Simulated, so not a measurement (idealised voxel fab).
process module | voxel self aligned contacts
cross-section cut | 300 nm wide | cells 5 nm
A cross-section is a grid of square cells, given in bands from the top down. A band is one or more rows of cells.
Each band's line starts with the height of the band's top and of its bottom, in nm. Then come its materials from left to right, each with its width in nm. One material with "throughout" fills the band from edge to edge. "air" is empty space.
Height 0 is the level under which the wafer as received is all one material. The lowest band goes on downwards, as in "0 down".
A width such as "30 to 40" changes by the same amount from each row of cells to the next, from the band's top row to its bottom row.
"no change" after a step means that no cell of the cross-section changed.
closed voids: empty space of 8 cells or more with no open way to the top, each as width x height at its distance from the left edge, in nm
after a step's settings: what the simulator itself notes on the step
overlay nm, on a step with a mask: how far to the right of its planned place the mask lay; to the left if negative
plan
1 op RECEIVE | material Si
2 op CONFORMAL_DEP | material SiO2 | thk nm 5
3 op DIRECTIONAL_DEP | material polySi | thk nm 20
4 op DIRECTIONAL_DEP | material SiN | thk nm 25
5 op MASKED_ETCH | tone cover | mask id GATE | width nm 30 | pitch nm 75 | etch materials SiN | depth nm 25 | overlay nm 0
6 op MASKED_ETCH | tone cover | mask id GATE | width nm 30 | pitch nm 75 | etch materials polySi | depth nm 20 | overlay nm 0
7 op CONFORMAL_DEP | material SiN | thk nm 10
8 op DIRECTIONAL_ETCH | etch materials SiN | depth nm 10
9 op FILL_DEP | material SiO2 | thk nm 15
10 op CMP | height nm 60
11 op DIRECTIONAL_DEP | material aC | thk nm 15
12 op PATTERN | tone open | mask id CONTACT | material resist | width nm 55 | thk nm 30 | overlay nm 0
13 op DIRECTIONAL_ETCH | etch materials aC | depth nm 15
14 op STRIP | etch materials resist
15 op DIRECTIONAL_ETCH | etch materials SiO2 | depth nm 60
16 op STRIP | etch materials aC
17 op CONFORMAL_DEP | material TiN | thk nm 5
18 op FILL_DEP | material W | thk nm 10
19 op CMP | height nm 60
20 op CONFORMAL_DEP | material SiN | thk nm 5
as received, after step 1
  0 down: Si throughout
  closed voids: none
a wafer at the end: this start, this plan, one mistake
  65 to 60: SiN throughout
  60 to 50: SiO2 120 | TiN 5 to 20 | W 45 to 15 | TiN 5 to 20 | SiO2 125
  50 to 25: SiO2 85 | SiN 50 | TiN 5 | W 15 | TiN 5 | SiN 50 | SiO2 90
  25 to 20: SiO2 135 | TiN 25 | SiO2 140
  20 to 0: polySi throughout
  0 down: Si throughout
  closed voids: none
what went wrong: steps 2 and 3 were swapped
